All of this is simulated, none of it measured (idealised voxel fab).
The following is a process module called voxel ribs on slabs.
Displayed cross-section: cut, width of 235 nm, square cells sized 5 nm.
In what follows, cross-sections appear as grids of square cells, described through bands that run from the top down, where every band is one or more rows of cells. What a band's entry tells you: where the top is and where the bottom is, as heights in nm, and after that what lies inside, material by material from left to right, each with its width in nm. Empty space is written as the word "empty", and a single material marked with the word "full width" occupies the band from edge to edge. Beneath 0, the wafer as received is one material, and that level is where height counting begins. The lowest band goes on downward without a bottom; it is written like "top 0, no bottom". Read "30..40" as a graded width: first number on top, second number at the bottom, same change between each pair of neighbouring rows. You'll sometimes find "no change" written for a step, and that's the way of saying that nowhere in the cross-section did a cell change during that step. Empty spaces without an open route to the top, at least 8 cells in extent, make up the entry "Sealed void list"; each is given as width x height at distance, where the distance is measured from the left edge, and all are in nm. On a step's line, text after the settings is the simulator commenting on that step. If you see "overlay nm" on a step's line and that step has a mask, it's telling you how far right of where it was planned the mask ended up; a negative number means it went left instead. In what follows, pairs of cross-sections are presented, each taken before and after one process step, with the after cross-section shown only down to the lowest band that was altered; the step, together with its settings, is stated below the pair. The pairs may stem from different runs of this module on the same starting wafer; accordingly, a pair should be taken as continuing from the one above it solely where its entry headed "State on entry" indicates as much.

## State on entry
  top 0, no bottom: Si full width
  Sealed void list: none

## Cross-Section Thereafter
  top 30, bottom 0: SiO2 full width
  Below 0 it's all the same as before, nothing changed down there.
  Sealed void list: none
Step, pre vs post cross-sections above: DIRECTIONAL_DEP (material SiO2; thk nm 30)

State on entry: the wafer arrives at this step looking as the after cross-section in the pair just above shows it.

## Cross-Section Thereafter
  top 45, bottom 30: polySi full width
  Below 30 it's all the same as before, nothing changed down there.
  Sealed void list: none
Step, pre vs post cross-sections above: DIRECTIONAL_DEP (material polySi; thk nm 15)

State on entry: the wafer arrives at this step looking as the after cross-section in the pair just above shows it.

## Cross-Section Thereafter
  top 45, bottom 35: 100 nm empty, 30 nm polySi, 105 nm empty
  Below 35 it's all the same as before, nothing changed down there.
  Sealed void list: none
Step, pre vs post cross-sections above: MASKED_ETCH (tone cover; mask id RIB; width nm 30; etch materials polySi; depth nm 10; overlay nm 0)

State on entry: the wafer arrives at this step looking as the after cross-section in the pair just above shows it.

## Cross-Section Thereafter
  top 60, bottom 45: 70 nm empty, 90 nm resist, 75 nm empty
  top 45, bottom 35: 70 nm empty, 30 nm resist, 30 nm polySi, 30 nm resist, 75 nm empty
  Below 35 it's all the same as before, nothing changed down there.
  Sealed void list: none
Step, pre vs post cross-sections above: PATTERN (tone cover; mask id SLAB; material resist; width nm 90; thk nm 15; overlay nm 0)

State on entry: the wafer arrives at this step looking as the after cross-section in the pair just above shows it.

## Cross-Section Thereafter
  top 60, bottom 45: 70 nm empty, 90 nm resist, 75 nm empty
  top 45, bottom 35: 70 nm empty, 30 nm resist, 30 nm polySi, 30 nm resist, 75 nm empty
  top 35, bottom 30: 70 nm empty, 90 nm polySi, 75 nm empty
  Below 30 it's all the same as before, nothing changed down there.
  Sealed void list: none
Step, pre vs post cross-sections above: DIRECTIONAL_ETCH (etch materials polySi; depth nm 5)

State on entry: the wafer arrives at this step looking as the after cross-section in the pair just above shows it.

## Cross-Section Thereafter
  top 45, bottom 35: 100 nm empty, 30 nm polySi, 105 nm empty
  Below 35 it's all the same as before, nothing changed down there.
  Sealed void list: none
Step, pre vs post cross-sections above: STRIP (etch materials resist)

State on entry: the wafer arrives at this step looking as the after cross-section in the pair just above shows it.

## Cross-Section Thereafter
  top 60, bottom 45: SiO2 full width
  top 45, bottom 35: 100 nm SiO2, 30 nm polySi, 105 nm SiO2
  top 35, bottom 30: 70 nm SiO2, 90 nm polySi, 75 nm SiO2
  Below 30 it's all the same as before, nothing changed down there.
  Sealed void list: none
Step, pre vs post cross-sections above: FILL_DEP (material SiO2; thk nm 15)

State on entry: the wafer arrives at this step looking as the after cross-section in the pair just above shows it.

## Cross-Section Thereafter
  top 55, bottom 45: SiO2 full width
  Below 45 it's all the same as before, nothing changed down there.
  Sealed void list: none
Step, pre vs post cross-sections above: CMP (height nm 55)

State on entry: the wafer arrives at this step looking as the after cross-section in the pair just above shows it.

## Cross-Section Thereafter
  top 60, bottom 55: TiN full width
  Below 55 it's all the same as before, nothing changed down there.
  Sealed void list: none
Step, pre vs post cross-sections above: DIRECTIONAL_DEP (material TiN; thk nm 5)

State on entry: the wafer arrives at this step looking as the after cross-section in the pair just above shows it.

## Cross-Section Thereafter
  top 70, bottom 60: aC full width
  Below 60 it's all the same as before, nothing changed down there.
  Sealed void list: none
Step, pre vs post cross-sections above: DIRECTIONAL_DEP (material aC; thk nm 10)

State on entry: the wafer arrives at this step looking as the after cross-section in the pair just above shows it.

## Cross-Section Thereafter
  top 95, bottom 70: 95 nm empty, 40 nm resist, 100 nm empty
  Below 70 it's all the same as before, nothing changed down there.
  Sealed void list: none
Step, pre vs post cross-sections above: PATTERN (tone cover; mask id HEATER; material resist; width nm 40; thk nm 25; overlay nm 0)

State on entry: the wafer arrives at this step looking as the after cross-section in the pair just above shows it.

## Cross-Section Thereafter
  top 85, bottom 70: 95 nm empty, 40 nm resist, 100 nm empty
  top 70, bottom 60: 95 nm empty, 40 nm aC, 100 nm empty
  Below 60 it's all the same as before, nothing changed down there.
  Sealed void list: none
Step, pre vs post cross-sections above: DIRECTIONAL_ETCH (etch materials aC; depth nm 10)

State on entry: the wafer arrives at this step looking as the after cross-section in the pair just above shows it.

## Cross-Section Thereafter
  top 70, bottom 60: 95 nm empty, 40 nm aC, 100 nm empty
  Below 60 it's all the same as before, nothing changed down there.
  Sealed void list: none
Step, pre vs post cross-sections above: STRIP (etch materials resist)

State on entry: the wafer arrives at this step looking as the after cross-section in the pair just above shows it.

## Cross-Section Thereafter
  top 70, bottom 60: 95 nm empty, 40 nm aC, 100 nm empty
  top 60, bottom 55: 95 nm empty, 40 nm TiN, 100 nm empty
  Below 55 it's all the same as before, nothing changed down there.
  Sealed void list: none
Step, pre vs post cross-sections above: DIRECTIONAL_ETCH (etch materials TiN; depth nm 5)

State on entry: the wafer arrives at this step looking as the after cross-section in the pair just above shows it.

## Cross-Section Thereafter
  top 60, bottom 55: 95 nm empty, 40 nm TiN, 100 nm empty
  Below 55 it's all the same as before, nothing changed down there.
  Sealed void list: none
Step, pre vs post cross-sections above: STRIP (etch materials aC)

State on entry: the wafer arrives at this step looking as the after cross-section in the pair just above shows it.

## Cross-Section Thereafter
  top 70, bottom 65: 85 nm empty, 60 nm SiN, 90 nm empty
  top 65, bottom 60: SiN full width
  top 60, bottom 55: 95 nm SiN, 40 nm TiN, 100 nm SiN
  Below 55 it's all the same as before, nothing changed down there.
  Sealed void list: none
Step, pre vs post cross-sections above: CONFORMAL_DEP (material SiN; thk nm 10)

## State on entry
  top 45, bottom 30: polySi full width
  top 30, bottom 0: SiO2 full width
  top 0, no bottom: Si full width
  Sealed void list: none

## Cross-Section Thereafter
  top 60, bottom 30: polySi full width
  Below 30 it's all the same as before, nothing changed down there.
  Sealed void list: none
Step, pre vs post cross-sections above: DIRECTIONAL_DEP (material polySi; thk nm 15)

State on entry: the wafer arrives at this step looking as the after cross-section in the pair just above shows it.

## Cross-Section Thereafter
  top 60, bottom 50: 100 nm empty, 30 nm polySi, 105 nm empty
  Below 50 it's all the same as before, nothing changed down there.
  Sealed void list: none
Step, pre vs post cross-sections above: MASKED_ETCH (tone cover; mask id RIB; width nm 30; etch materials polySi; depth nm 10; overlay nm 0)

State on entry: the wafer arrives at this step looking as the after cross-section in the pair just above shows it.

## Cross-Section Thereafter
  top 75, bottom 60: 70 nm empty, 90 nm resist, 75 nm empty
  top 60, bottom 50: 70 nm empty, 30 nm resist, 30 nm polySi, 30 nm resist, 75 nm empty
  Below 50 it's all the same as before, nothing changed down there.
  Sealed void list: none
Step, pre vs post cross-sections above: PATTERN (tone cover; mask id SLAB; material resist; width nm 90; thk nm 15; overlay nm 0)

State on entry: the wafer arrives at this step looking as the after cross-section in the pair just above shows it.

## Cross-Section Thereafter
  top 75, bottom 60: 70 nm empty, 90 nm resist, 75 nm empty
  top 60, bottom 50: 70 nm empty, 30 nm resist, 30 nm polySi, 30 nm resist, 75 nm empty
  top 50, bottom 45: 70 nm empty, 90 nm polySi, 75 nm empty
  Below 45 it's all the same as before, nothing changed down there.
  Sealed void list: none
Step, pre vs post cross-sections above: DIRECTIONAL_ETCH (etch materials polySi; depth nm 5)

State on entry: the wafer arrives at this step looking as the after cross-section in the pair just above shows it.

## Cross-Section Thereafter
  top 60, bottom 50: 100 nm empty, 30 nm polySi, 105 nm empty
  Below 50 it's all the same as before, nothing changed down there.
  Sealed void list: none
Step, pre vs post cross-sections above: STRIP (etch materials resist)

State on entry: the wafer arrives at this step looking as the after cross-section in the pair just above shows it.

## Cross-Section Thereafter
  top 75, bottom 60: SiO2 full width
  top 60, bottom 50: 100 nm SiO2, 30 nm polySi, 105 nm SiO2
  top 50, bottom 45: 70 nm SiO2, 90 nm polySi, 75 nm SiO2
  Below 45 it's all the same as before, nothing changed down there.
  Sealed void list: none
Step, pre vs post cross-sections above: FILL_DEP (material SiO2; thk nm 15)

State on entry: the wafer arrives at this step looking as the after cross-section in the pair just above shows it.

## Cross-Section Thereafter
  top 55, bottom 45: 100..70 nm SiO2, 30..90 nm polySi, 105..75 nm SiO2
  Below 45 it's all the same as before, nothing changed down there.
  Sealed void list: none
Step, pre vs post cross-sections above: CMP (height nm 55)

State on entry: the wafer arrives at this step looking as the after cross-section in the pair just above shows it.

## Cross-Section Thereafter
  top 60, bottom 55: TiN full width
  Below 55 it's all the same as before, nothing changed down there.
  Sealed void list: none
Step, pre vs post cross-sections above: DIRECTIONAL_DEP (material TiN; thk nm 5)

State on entry: the wafer arrives at this step looking as the after cross-section in the pair just above shows it.

## Cross-Section Thereafter
  top 70, bottom 60: aC full width
  Below 60 it's all the same as before, nothing changed down there.
  Sealed void list: none
Step, pre vs post cross-sections above: DIRECTIONAL_DEP (material aC; thk nm 10)

State on entry: the wafer arrives at this step looking as the after cross-section in the pair just above shows it.

## Cross-Section Thereafter
  top 95, bottom 70: 95 nm empty, 40 nm resist, 100 nm empty
  Below 70 it's all the same as before, nothing changed down there.
  Sealed void list: none
Step, pre vs post cross-sections above: PATTERN (tone cover; mask id HEATER; material resist; width nm 40; thk nm 25; overlay nm 0)

State on entry: the wafer arrives at this step looking as the after cross-section in the pair just above shows it.

## Cross-Section Thereafter
  top 85, bottom 70: 95 nm empty, 40 nm resist, 100 nm empty
  top 70, bottom 60: 95 nm empty, 40 nm aC, 100 nm empty
  Below 60 it's all the same as before, nothing changed down there.
  Sealed void list: none
Step, pre vs post cross-sections above: DIRECTIONAL_ETCH (etch materials aC; depth nm 10)

State on entry: the wafer arrives at this step looking as the after cross-section in the pair just above shows it.

## Cross-Section Thereafter
  top 70, bottom 60: 95 nm empty, 40 nm aC, 100 nm empty
  Below 60 it's all the same as before, nothing changed down there.
  Sealed void list: none
Step, pre vs post cross-sections above: STRIP (etch materials resist)

State on entry: the wafer arrives at this step looking as the after cross-section in the pair just above shows it.

## Cross-Section Thereafter
  top 70, bottom 60: 95 nm empty, 40 nm aC, 100 nm empty
  top 60, bottom 55: 95 nm empty, 40 nm TiN, 100 nm empty
  Below 55 it's all the same as before, nothing changed down there.
  Sealed void list: none
Step, pre vs post cross-sections above: DIRECTIONAL_ETCH (etch materials TiN; depth nm 5)

State on entry: the wafer arrives at this step looking as the after cross-section in the pair just above shows it.

## Cross-Section Thereafter
  top 60, bottom 55: 95 nm empty, 40 nm TiN, 100 nm empty
  Below 55 it's all the same as before, nothing changed down there.
  Sealed void list: none
Step, pre vs post cross-sections above: STRIP (etch materials aC)

State on entry: the wafer arrives at this step looking as the after cross-section in the pair just above shows it.

## Cross-Section Thereafter
  top 70, bottom 65: 85 nm empty, 60 nm SiN, 90 nm empty
  top 65, bottom 60: SiN full width
  top 60, bottom 55: 95 nm SiN, 40 nm TiN, 100 nm SiN
  Below 55 it's all the same as before, nothing changed down there.
  Sealed void list: none
Step, pre vs post cross-sections above: CONFORMAL_DEP (material SiN; thk nm 10)

## State on entry
  top 0, no bottom: Si full width
  Sealed void list: none

## Cross-Section Thereafter
  top 15, bottom 0: polySi full width
  Below 0 it's all the same as before, nothing changed down there.
  Sealed void list: none
Step, pre vs post cross-sections above: DIRECTIONAL_DEP (material polySi; thk nm 15)

State on entry: the wafer arrives at this step looking as the after cross-section in the pair just above shows it.

## Cross-Section Thereafter
  top 45, bottom 15: SiO2 full width
  Below 15 it's all the same as before, nothing changed down there.
  Sealed void list: none
Step, pre vs post cross-sections above: DIRECTIONAL_DEP (material SiO2; thk nm 30)

State on entry: the wafer arrives at this step looking as the after cross-section in the pair just above shows it.

## Cross-Section Thereafter
  top 60, bottom 45: 70 nm empty, 90 nm resist, 75 nm empty
  Below 45 it's all the same as before, nothing changed down there.
  Sealed void list: none
Step, pre vs post cross-sections above: PATTERN (tone cover; mask id SLAB; material resist; width nm 90; thk nm 15; overlay nm 0)

State on entry: the wafer arrives at this step looking as the after cross-section in the pair just above shows it.

## Cross-Section Thereafter
  top 45, bottom 15: SiO2 full width
  Below 15 it's all the same as before, nothing changed down there.
  Sealed void list: none
Step, pre vs post cross-sections above: STRIP (etch materials resist)

State on entry: the wafer arrives at this step looking as the after cross-section in the pair just above shows it.

## Cross-Section Thereafter
  top 60, bottom 15: SiO2 full width
  Below 15 it's all the same as before, nothing changed down there.
  Sealed void list: none
Step, pre vs post cross-sections above: FILL_DEP (material SiO2; thk nm 15)

State on entry: the wafer arrives at this step looking as the after cross-section in the pair just above shows it.

## Cross-Section Thereafter
  top 55, bottom 15: SiO2 full width
  Below 15 it's all the same as before, nothing changed down there.
  Sealed void list: none
Step, pre vs post cross-sections above: CMP (height nm 55)

State on entry: the wafer arrives at this step looking as the after cross-section in the pair just above shows it.

## Cross-Section Thereafter
  top 60, bottom 55: TiN full width
  Below 55 it's all the same as before, nothing changed down there.
  Sealed void list: none
Step, pre vs post cross-sections above: DIRECTIONAL_DEP (material TiN; thk nm 5)

State on entry: the wafer arrives at this step looking as the after cross-section in the pair just above shows it.

## Cross-Section Thereafter
  top 70, bottom 60: aC full width
  Below 60 it's all the same as before, nothing changed down there.
  Sealed void list: none
Step, pre vs post cross-sections above: DIRECTIONAL_DEP (material aC; thk nm 10)

State on entry: the wafer arrives at this step looking as the after cross-section in the pair just above shows it.

## Cross-Section Thereafter
  top 95, bottom 70: 95 nm empty, 40 nm resist, 100 nm empty
  Below 70 it's all the same as before, nothing changed down there.
  Sealed void list: none
Step, pre vs post cross-sections above: PATTERN (tone cover; mask id HEATER; material resist; width nm 40; thk nm 25; overlay nm 0)

State on entry: the wafer arrives at this step looking as the after cross-section in the pair just above shows it.

## Cross-Section Thereafter
  top 85, bottom 70: 95 nm empty, 40 nm resist, 100 nm empty
  top 70, bottom 60: 95 nm empty, 40 nm aC, 100 nm empty
  Below 60 it's all the same as before, nothing changed down there.
  Sealed void list: none
Step, pre vs post cross-sections above: DIRECTIONAL_ETCH (etch materials aC; depth nm 10)

State on entry: the wafer arrives at this step looking as the after cross-section in the pair just above shows it.

## Cross-Section Thereafter
  top 70, bottom 60: 95 nm empty, 40 nm aC, 100 nm empty
  Below 60 it's all the same as before, nothing changed down there.
  Sealed void list: none
Step, pre vs post cross-sections above: STRIP (etch materials resist)

State on entry: the wafer arrives at this step looking as the after cross-section in the pair just above shows it.

## Cross-Section Thereafter
  top 70, bottom 60: 95 nm empty, 40 nm aC, 100 nm empty
  top 60, bottom 55: 95 nm empty, 40 nm TiN, 100 nm empty
  Below 55 it's all the same as before, nothing changed down there.
  Sealed void list: none
Step, pre vs post cross-sections above: DIRECTIONAL_ETCH (etch materials TiN; depth nm 5)

State on entry: the wafer arrives at this step looking as the after cross-section in the pair just above shows it.

## Cross-Section Thereafter
  top 60, bottom 55: 95 nm empty, 40 nm TiN, 100 nm empty
  Below 55 it's all the same as before, nothing changed down there.
  Sealed void list: none
Step, pre vs post cross-sections above: STRIP (etch materials aC)

State on entry: the wafer arrives at this step looking as the after cross-section in the pair just above shows it.

## Cross-Section Thereafter
  top 70, bottom 65: 85 nm empty, 60 nm SiN, 90 nm empty
  top 65, bottom 60: SiN full width
  top 60, bottom 55: 95 nm SiN, 40 nm TiN, 100 nm SiN
  Below 55 it's all the same as before, nothing changed down there.
  Sealed void list: none
Step, pre vs post cross-sections above: CONFORMAL_DEP (material SiN; thk nm 10)

## State on entry
  top 0, no bottom: Si full width
  Sealed void list: none

## Cross-Section Thereafter
  top 40, bottom 0: SiO2 full width
  Below 0 it's all the same as before, nothing changed down there.
  Sealed void list: none
Step, pre vs post cross-sections above: DIRECTIONAL_DEP (material SiO2; thk nm 40)

State on entry: the wafer arrives at this step looking as the after cross-section in the pair just above shows it.

## Cross-Section Thereafter
  top 55, bottom 40: polySi full width
  Below 40 it's all the same as before, nothing changed down there.
  Sealed void list: none
Step, pre vs post cross-sections above: DIRECTIONAL_DEP (material polySi; thk nm 15)

State on entry: the wafer arrives at this step looking as the after cross-section in the pair just above shows it.

## Cross-Section Thereafter
  top 55, bottom 45: 100 nm empty, 30 nm polySi, 105 nm empty
  Below 45 it's all the same as before, nothing changed down there.
  Sealed void list: none
Step, pre vs post cross-sections above: MASKED_ETCH (tone cover; mask id RIB; width nm 30; etch materials polySi; depth nm 10; overlay nm 0)

State on entry: the wafer arrives at this step looking as the after cross-section in the pair just above shows it.

## Cross-Section Thereafter
  top 70, bottom 55: 70 nm empty, 90 nm resist, 75 nm empty
  top 55, bottom 45: 70 nm empty, 30 nm resist, 30 nm polySi, 30 nm resist, 75 nm empty
  Below 45 it's all the same as before, nothing changed down there.
  Sealed void list: none
Step, pre vs post cross-sections above: PATTERN (tone cover; mask id SLAB; material resist; width nm 90; thk nm 15; overlay nm 0)

State on entry: the wafer arrives at this step looking as the after cross-section in the pair just above shows it.

## Cross-Section Thereafter
  top 70, bottom 55: 70 nm empty, 90 nm resist, 75 nm empty
  top 55, bottom 45: 70 nm empty, 30 nm resist, 30 nm polySi, 30 nm resist, 75 nm empty
  top 45, bottom 40: 70 nm empty, 90 nm polySi, 75 nm empty
  Below 40 it's all the same as before, nothing changed down there.
  Sealed void list: none
Step, pre vs post cross-sections above: DIRECTIONAL_ETCH (etch materials polySi; depth nm 5)

State on entry: the wafer arrives at this step looking as the after cross-section in the pair just above shows it.

## Cross-Section Thereafter
  top 55, bottom 45: 100 nm empty, 30 nm polySi, 105 nm empty
  Below 45 it's all the same as before, nothing changed down there.
  Sealed void list: none
Step, pre vs post cross-sections above: STRIP (etch materials resist)

State on entry: the wafer arrives at this step looking as the after cross-section in the pair just above shows it.

## Cross-Section Thereafter
  top 70, bottom 55: SiO2 full width
  top 55, bottom 45: 100 nm SiO2, 30 nm polySi, 105 nm SiO2
  top 45, bottom 40: 70 nm SiO2, 90 nm polySi, 75 nm SiO2
  Below 40 it's all the same as before, nothing changed down there.
  Sealed void list: none
Step, pre vs post cross-sections above: FILL_DEP (material SiO2; thk nm 15)

State on entry: the wafer arrives at this step looking as the after cross-section in the pair just above shows it.

## Cross-Section Thereafter
  top 55, bottom 45: 100 nm SiO2, 30 nm polySi, 105 nm SiO2
  Below 45 it's all the same as before, nothing changed down there.
  Sealed void list: none
Step, pre vs post cross-sections above: CMP (height nm 55)

State on entry: the wafer arrives at this step looking as the after cross-section in the pair just above shows it.

## Cross-Section Thereafter
  top 60, bottom 55: TiN full width
  Below 55 it's all the same as before, nothing changed down there.
  Sealed void list: none
Step, pre vs post cross-sections above: DIRECTIONAL_DEP (material TiN; thk nm 5)

State on entry: the wafer arrives at this step looking as the after cross-section in the pair just above shows it.

## Cross-Section Thereafter
  top 70, bottom 60: aC full width
  Below 60 it's all the same as before, nothing changed down there.
  Sealed void list: none
Step, pre vs post cross-sections above: DIRECTIONAL_DEP (material aC; thk nm 10)

State on entry: the wafer arrives at this step looking as the after cross-section in the pair just above shows it.

## Cross-Section Thereafter
  top 95, bottom 70: 95 nm empty, 40 nm resist, 100 nm empty
  Below 70 it's all the same as before, nothing changed down there.
  Sealed void list: none
Step, pre vs post cross-sections above: PATTERN (tone cover; mask id HEATER; material resist; width nm 40; thk nm 25; overlay nm 0)

State on entry: the wafer arrives at this step looking as the after cross-section in the pair just above shows it.

## Cross-Section Thereafter
  top 85, bottom 70: 95 nm empty, 40 nm resist, 100 nm empty
  top 70, bottom 60: 95 nm empty, 40 nm aC, 100 nm empty
  Below 60 it's all the same as before, nothing changed down there.
  Sealed void list: none
Step, pre vs post cross-sections above: DIRECTIONAL_ETCH (etch materials aC; depth nm 10)

State on entry: the wafer arrives at this step looking as the after cross-section in the pair just above shows it.

## Cross-Section Thereafter
  top 70, bottom 60: 95 nm empty, 40 nm aC, 100 nm empty
  Below 60 it's all the same as before, nothing changed down there.
  Sealed void list: none
Step, pre vs post cross-sections above: STRIP (etch materials resist)

State on entry: the wafer arrives at this step looking as the after cross-section in the pair just above shows it.

## Cross-Section Thereafter
  top 70, bottom 60: 95 nm empty, 40 nm aC, 100 nm empty
  top 60, bottom 55: 95 nm empty, 40 nm TiN, 100 nm empty
  Below 55 it's all the same as before, nothing changed down there.
  Sealed void list: none
Step, pre vs post cross-sections above: DIRECTIONAL_ETCH (etch materials TiN; depth nm 5)

State on entry: the wafer arrives at this step looking as the after cross-section in the pair just above shows it.

## Cross-Section Thereafter
  top 60, bottom 55: 95 nm empty, 40 nm TiN, 100 nm empty
  Below 55 it's all the same as before, nothing changed down there.
  Sealed void list: none
Step, pre vs post cross-sections above: STRIP (etch materials aC)

State on entry: the wafer arrives at this step looking as the after cross-section in the pair just above shows it.

## Cross-Section Thereafter
  top 70, bottom 65: 85 nm empty, 60 nm SiN, 90 nm empty
  top 65, bottom 60: SiN full width
  top 60, bottom 55: 95 nm SiN, 40 nm TiN, 100 nm SiN
  Below 55 it's all the same as before, nothing changed down there.
  Sealed void list: none
Step, pre vs post cross-sections above: CONFORMAL_DEP (material SiN; thk nm 10)

## State on entry
  top 45, bottom 30: polySi full width
  top 30, bottom 0: SiO2 full width
  top 0, no bottom: Si full width
  Sealed void list: none

## Cross-Section Thereafter
  top 45, bottom 35: 95 nm empty, 40 nm polySi, 100 nm empty
  Below 35 it's all the same as before, nothing changed down there.
  Sealed void list: none
Step, pre vs post cross-sections above: MASKED_ETCH (tone cover; mask id RIB; width nm 40; etch materials polySi; depth nm 10; overlay nm 0)

State on entry: the wafer arrives at this step looking as the after cross-section in the pair just above shows it.

## Cross-Section Thereafter
  top 60, bottom 45: 70 nm empty, 90 nm resist, 75 nm empty
  top 45, bottom 35: 70 nm empty, 25 nm resist, 40 nm polySi, 25 nm resist, 75 nm empty
  Below 35 it's all the same as before, nothing changed down there.
  Sealed void list: none
Step, pre vs post cross-sections above: PATTERN (tone cover; mask id SLAB; material resist; width nm 90; thk nm 15; overlay nm 0)

State on entry: the wafer arrives at this step looking as the after cross-section in the pair just above shows it.

## Cross-Section Thereafter
  top 60, bottom 45: 70 nm empty, 90 nm resist, 75 nm empty
  top 45, bottom 35: 70 nm empty, 25 nm resist, 40 nm polySi, 25 nm resist, 75 nm empty
  top 35, bottom 30: 70 nm empty, 90 nm polySi, 75 nm empty
  Below 30 it's all the same as before, nothing changed down there.
  Sealed void list: none
Step, pre vs post cross-sections above: DIRECTIONAL_ETCH (etch materials polySi; depth nm 5)

State on entry: the wafer arrives at this step looking as the after cross-section in the pair just above shows it.

## Cross-Section Thereafter
  top 45, bottom 35: 95 nm empty, 40 nm polySi, 100 nm empty
  Below 35 it's all the same as before, nothing changed down there.
  Sealed void list: none
Step, pre vs post cross-sections above: STRIP (etch materials resist)

State on entry: the wafer arrives at this step looking as the after cross-section in the pair just above shows it.

## Cross-Section Thereafter
  top 60, bottom 45: SiO2 full width
  top 45, bottom 35: 95 nm SiO2, 40 nm polySi, 100 nm SiO2
  top 35, bottom 30: 70 nm SiO2, 90 nm polySi, 75 nm SiO2
  Below 30 it's all the same as before, nothing changed down there.
  Sealed void list: none
Step, pre vs post cross-sections above: FILL_DEP (material SiO2; thk nm 15)

State on entry: the wafer arrives at this step looking as the after cross-section in the pair just above shows it.

## Cross-Section Thereafter
  top 55, bottom 45: SiO2 full width
  Below 45 it's all the same as before, nothing changed down there.
  Sealed void list: none
Step, pre vs post cross-sections above: CMP (height nm 55)

State on entry: the wafer arrives at this step looking as the after cross-section in the pair just above shows it.

## Cross-Section Thereafter
  top 60, bottom 55: TiN full width
  Below 55 it's all the same as before, nothing changed down there.
  Sealed void list: none
Step, pre vs post cross-sections above: DIRECTIONAL_DEP (material TiN; thk nm 5)

State on entry: the wafer arrives at this step looking as the after cross-section in the pair just above shows it.

## Cross-Section Thereafter
  top 70, bottom 60: aC full width
  Below 60 it's all the same as before, nothing changed down there.
  Sealed void list: none
Step, pre vs post cross-sections above: DIRECTIONAL_DEP (material aC; thk nm 10)

State on entry: the wafer arrives at this step looking as the after cross-section in the pair just above shows it.

## Cross-Section Thereafter
  top 95, bottom 70: 95 nm empty, 40 nm resist, 100 nm empty
  Below 70 it's all the same as before, nothing changed down there.
  Sealed void list: none
Step, pre vs post cross-sections above: PATTERN (tone cover; mask id HEATER; material resist; width nm 40; thk nm 25; overlay nm 0)

State on entry: the wafer arrives at this step looking as the after cross-section in the pair just above shows it.

## Cross-Section Thereafter
  top 85, bottom 70: 95 nm empty, 40 nm resist, 100 nm empty
  top 70, bottom 60: 95 nm empty, 40 nm aC, 100 nm empty
  Below 60 it's all the same as before, nothing changed down there.
  Sealed void list: none
Step, pre vs post cross-sections above: DIRECTIONAL_ETCH (etch materials aC; depth nm 10)

State on entry: the wafer arrives at this step looking as the after cross-section in the pair just above shows it.

## Cross-Section Thereafter
  top 70, bottom 60: 95 nm empty, 40 nm aC, 100 nm empty
  Below 60 it's all the same as before, nothing changed down there.
  Sealed void list: none
Step, pre vs post cross-sections above: STRIP (etch materials resist)

State on entry: the wafer arrives at this step looking as the after cross-section in the pair just above shows it.

## Cross-Section Thereafter
  top 70, bottom 60: 95 nm empty, 40 nm aC, 100 nm empty
  top 60, bottom 55: 95 nm empty, 40 nm TiN, 100 nm empty
  Below 55 it's all the same as before, nothing changed down there.
  Sealed void list: none
Step, pre vs post cross-sections above: DIRECTIONAL_ETCH (etch materials TiN; depth nm 5)

State on entry: the wafer arrives at this step looking as the after cross-section in the pair just above shows it.

## Cross-Section Thereafter
  top 60, bottom 55: 95 nm empty, 40 nm TiN, 100 nm empty
  Below 55 it's all the same as before, nothing changed down there.
  Sealed void list: none
Step, pre vs post cross-sections above: STRIP (etch materials aC)

State on entry: the wafer arrives at this step looking as the after cross-section in the pair just above shows it.

## Cross-Section Thereafter
  top 70, bottom 65: 85 nm empty, 60 nm SiN, 90 nm empty
  top 65, bottom 60: SiN full width
  top 60, bottom 55: 95 nm SiN, 40 nm TiN, 100 nm SiN
  Below 55 it's all the same as before, nothing changed down there.
  Sealed void list: none
Step, pre vs post cross-sections above: CONFORMAL_DEP (material SiN; thk nm 10)

## State on entry
  top 45, bottom 30: polySi full width
  top 30, bottom 0: SiO2 full width
  top 0, no bottom: Si full width
  Sealed void list: none

## Cross-Section Thereafter
  top 45, bottom 35: 90 nm empty, 30 nm polySi, 115 nm empty
  Below 35 it's all the same as before, nothing changed down there.
  Sealed void list: none
Step, pre vs post cross-sections above: MASKED_ETCH (tone cover; mask id RIB; width nm 30; etch materials polySi; depth nm 10; overlay nm -10)

State on entry: the wafer arrives at this step looking as the after cross-section in the pair just above shows it.

## Cross-Section Thereafter
  top 60, bottom 45: 70 nm empty, 90 nm resist, 75 nm empty
  top 45, bottom 35: 70 nm empty, 20 nm resist, 30 nm polySi, 40 nm resist, 75 nm empty
  Below 35 it's all the same as before, nothing changed down there.
  Sealed void list: none
Step, pre vs post cross-sections above: PATTERN (tone cover; mask id SLAB; material resist; width nm 90; thk nm 15; overlay nm 0)

State on entry: the wafer arrives at this step looking as the after cross-section in the pair just above shows it.

## Cross-Section Thereafter
  top 60, bottom 45: 70 nm empty, 90 nm resist, 75 nm empty
  top 45, bottom 35: 70 nm empty, 20 nm resist, 30 nm polySi, 40 nm resist, 75 nm empty
  top 35, bottom 30: 70 nm empty, 90 nm polySi, 75 nm empty
  Below 30 it's all the same as before, nothing changed down there.
  Sealed void list: none
Step, pre vs post cross-sections above: DIRECTIONAL_ETCH (etch materials polySi; depth nm 5)

State on entry: the wafer arrives at this step looking as the after cross-section in the pair just above shows it.

## Cross-Section Thereafter
  top 45, bottom 35: 90 nm empty, 30 nm polySi, 115 nm empty
  Below 35 it's all the same as before, nothing changed down there.
  Sealed void list: none
Step, pre vs post cross-sections above: STRIP (etch materials resist)

State on entry: the wafer arrives at this step looking as the after cross-section in the pair just above shows it.

## Cross-Section Thereafter
  top 60, bottom 45: SiO2 full width
  top 45, bottom 35: 90 nm SiO2, 30 nm polySi, 115 nm SiO2
  top 35, bottom 30: 70 nm SiO2, 90 nm polySi, 75 nm SiO2
  Below 30 it's all the same as before, nothing changed down there.
  Sealed void list: none
Step, pre vs post cross-sections above: FILL_DEP (material SiO2; thk nm 15)

State on entry: the wafer arrives at this step looking as the after cross-section in the pair just above shows it.

## Cross-Section Thereafter
  top 55, bottom 45: SiO2 full width
  Below 45 it's all the same as before, nothing changed down there.
  Sealed void list: none
Step, pre vs post cross-sections above: CMP (height nm 55)

State on entry: the wafer arrives at this step looking as the after cross-section in the pair just above shows it.

## Cross-Section Thereafter
  top 60, bottom 55: TiN full width
  Below 55 it's all the same as before, nothing changed down there.
  Sealed void list: none
Step, pre vs post cross-sections above: DIRECTIONAL_DEP (material TiN; thk nm 5)

State on entry: the wafer arrives at this step looking as the after cross-section in the pair just above shows it.

## Cross-Section Thereafter
  top 70, bottom 60: aC full width
  Below 60 it's all the same as before, nothing changed down there.
  Sealed void list: none
Step, pre vs post cross-sections above: DIRECTIONAL_DEP (material aC; thk nm 10)
